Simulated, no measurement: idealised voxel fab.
process module | voxel capacitor over wiring
cross-section cut | 235 nm wide | cells 5 nm
A cross-section is a grid of square cells, given in bands from the top down. A band is one or more rows of cells.
Each band's line starts with the height of the band's top and of its bottom, in nm. Then come its materials from left to right, each with its width in nm. One material with "throughout" fills the band from edge to edge. "air" is empty space.
Height 0 is the level under which the wafer as received is all one material. The lowest band goes on downwards, as in "0 down".
A width such as "30 to 40" changes by the same amount from each row of cells to the next, from the band's top row to its bottom row.
"no change" after a step means that no cell of the cross-section changed.
closed voids: empty space of 8 cells or more with no open way to the top, each as width x height at its distance from the left edge, in nm
after a step's settings: what the simulator itself notes on the step
overlay nm, on a step with a mask: how far to the right of its planned place the mask lay; to the left if negative
plan
1 op RECEIVE | material Si
2 op CONFORMAL_DEP | material SiO2 | thk nm 15
3 op CONFORMAL_DEP | material SiCN | thk nm 5
4 op DIRECTIONAL_DEP | material lowk | thk nm 20
5 op DIRECTIONAL_DEP | material aC | thk nm 10
6 op PATTERN | tone open | mask id METAL_1 | material resist | width nm 25 | pitch nm 85 | thk nm 25 | overlay nm 0
7 op DIRECTIONAL_ETCH | etch materials aC | depth nm 5
8 op STRIP | etch materials resist
9 op DIRECTIONAL_ETCH | etch materials lowk | depth nm 20
10 op DIRECTIONAL_ETCH | etch materials SiCN | depth nm 5
11 op STRIP | etch materials aC
12 op CONFORMAL_DEP | material TiN | thk nm 5
13 op FILL_DEP | material Cu | thk nm 10
14 op CMP | height nm 40
15 op CONFORMAL_DEP | material SiCN | thk nm 5
16 op DIRECTIONAL_DEP | material SiO2 | thk nm 15
17 op PATTERN | tone open | mask id PLUG_1 | material resist | width nm 15 | thk nm 20 | overlay nm 0
18 op DIRECTIONAL_ETCH | etch materials SiO2 | depth nm 15
19 op DIRECTIONAL_ETCH | etch materials SiCN | depth nm 5
20 op STRIP | etch materials resist
21 op CONFORMAL_DEP | material TiN | thk nm 5
22 op FILL_DEP | material Ru | thk nm 10
23 op CMP | height nm 60
24 op DIRECTIONAL_DEP | material TiN | thk nm 5
25 op DIRECTIONAL_DEP | material HfO2 | thk nm 5
26 op DIRECTIONAL_DEP | material TiN | thk nm 5
27 op PATTERN | tone cover | mask id UPPER_PLATE | material resist | width nm 65 | thk nm 20 | overlay nm 0
28 op DIRECTIONAL_ETCH | etch materials TiN | depth nm 5
29 op DIRECTIONAL_ETCH | etch materials HfO2 | depth nm 5
30 op STRIP | etch materials resist
31 op MASKED_ETCH | tone cover | mask id LOWER_PLATE | width nm 75 | etch materials TiN | depth nm 5 | overlay nm 0
32 op FILL_DEP | material SiO2 | thk nm 15
33 op CMP | height nm 85
34 op PATTERN | tone open | mask id PLUG_2 | material resist | width nm 15 | thk nm 20 | overlay nm 0
35 op DIRECTIONAL_ETCH | etch materials SiO2 | depth nm 10
36 op STRIP | etch materials resist
37 op CONFORMAL_DEP | material TiN | thk nm 5
38 op FILL_DEP | material W | thk nm 5
39 op CMP | height nm 85
40 op CONFORMAL_DEP | material SiN | thk nm 5
varied across the wafers: depth nm of step 7. The plan shows the first wafer's value. All wafers start alike
first wafer as received, after step 1
  0 down: Si throughout
  closed voids: none
each wafer at the end: cells of each material gained (+) or lost (-) since it was received, then its closed voids
depth nm 5 | +13 HfO2 | +3 Ru | +91 SiCN | +47 SiN | +461 SiO2 | +42 TiN | +1 W | +188 lowk | closed voids: none
depth nm 10 | +24 Cu | +13 HfO2 | +3 Ru | +81 SiCN | +47 SiN | +461 SiO2 | +68 TiN | +1 W | +148 lowk | closed voids: none
depth nm 15 | +24 Cu | +13 HfO2 | +3 Ru | +81 SiCN | +47 SiN | +461 SiO2 | +68 TiN | +1 W | +148 lowk | closed voids: none
depth nm 20 | +24 Cu | +13 HfO2 | +3 Ru | +81 SiCN | +47 SiN | +461 SiO2 | +68 TiN | +1 W | +148 lowk | closed voids: none
depth nm 25 | +24 Cu | +13 HfO2 | +3 Ru | +81 SiCN | +47 SiN | +461 SiO2 | +68 TiN | +1 W | +148 lowk | closed voids: none
